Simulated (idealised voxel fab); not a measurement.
You're looking at the process module voxel fin reveal.
The figure presents cross-section cut, which has a width of 160 nm and is divided into square cells with an edge length of 5 nm.
Cross-section, as written here: a square-cell grid given band by band from the top down, where a band holds one or more rows of cells.
It is stipulated that each band's entry specify, in nanometres, the height of the top of the band and then that of its bottom, followed by the materials of the band in left-to-right sequence, each together with its width in nanometres. A single material marked by the word "full width" is understood to fill the band from edge to edge; the word "blank" is understood to denote empty space.
Ref level 0: as-received wafer is one material below here. Bottom band extends down with no lower bound ("top 0, no bottom").
Think of "30->40" as a width that walks from the first number to the second as you go down the band, top row to bottom row, taking equal-sized steps from row to row.
You'll sometimes find "all unchanged" written for a step, and that's the way of saying that nowhere in the cross-section did a cell change during that step.
Empty spaces without an open route to the top, at least 8 cells in extent, make up the entry "Sealed void listing"; each is given as width x height at distance, where the distance is measured from the left edge, and all are in nm.
Whatever follows a step's settings on its line is a remark the simulator itself makes about that step.
You can add "overlay nm" to a step's line. For a step with a mask, it describes how far the mask lay to the right of its planned position, and a negative number describes a lay to the left.
[List of planned process steps]
- 1: op RECEIVE | material Si
- 2: op CONFORMAL_DEP | material SiN | thk nm 10
- 3: op PATTERN | tone cover | mask id FINS | material resist | width nm 15 | pitch nm 40 | thk nm 20 | overlay nm 0
- 4: op DIRECTIONAL_ETCH | etch materials SiN | depth nm 10
- 5: op DIRECTIONAL_ETCH | etch materials Si | depth nm 30
- 6: op STRIP | etch materials resist
- 7: op OXIDIZE | depth nm 5
- 8: op FILL_DEP | material SiO2 | thk nm 5
- 9: op CMP | height nm 10
- 10: op SELECTIVE_ETCH | etch materials SiO2 | depth nm 25
- 11: op STRIP | etch materials SiN
- 12: op CONFORMAL_DEP | material HfO2 | thk nm 5
[The cross-section here shows the wafer as received, i.e. in its state after step 1]
* top 0, no bottom  Si full width
* Sealed void listing: none
[Module complete, cross-section. Starting point and plan per above. One mistake made in running the module]
* top 15, bottom 0  blank 20; HfO2 35; blank 5; HfO2 35; blank 5; HfO2 35; blank 25
* top 0, bottom -15  HfO2 35; Si 5; HfO2 35; Si 5; HfO2 35; Si 5; HfO2 40
* top -15, bottom -35  SiO2 35; Si 5; SiO2 35; Si 5; SiO2 35; Si 5; SiO2 40
* top -35, no bottom  Si full width
* Sealed void listing: none
So what did we get wrong on this run? the process deviated at step 12: the operation and settings actually run there were op CONFORMAL_DEP | material HfO2 | thk nm 15
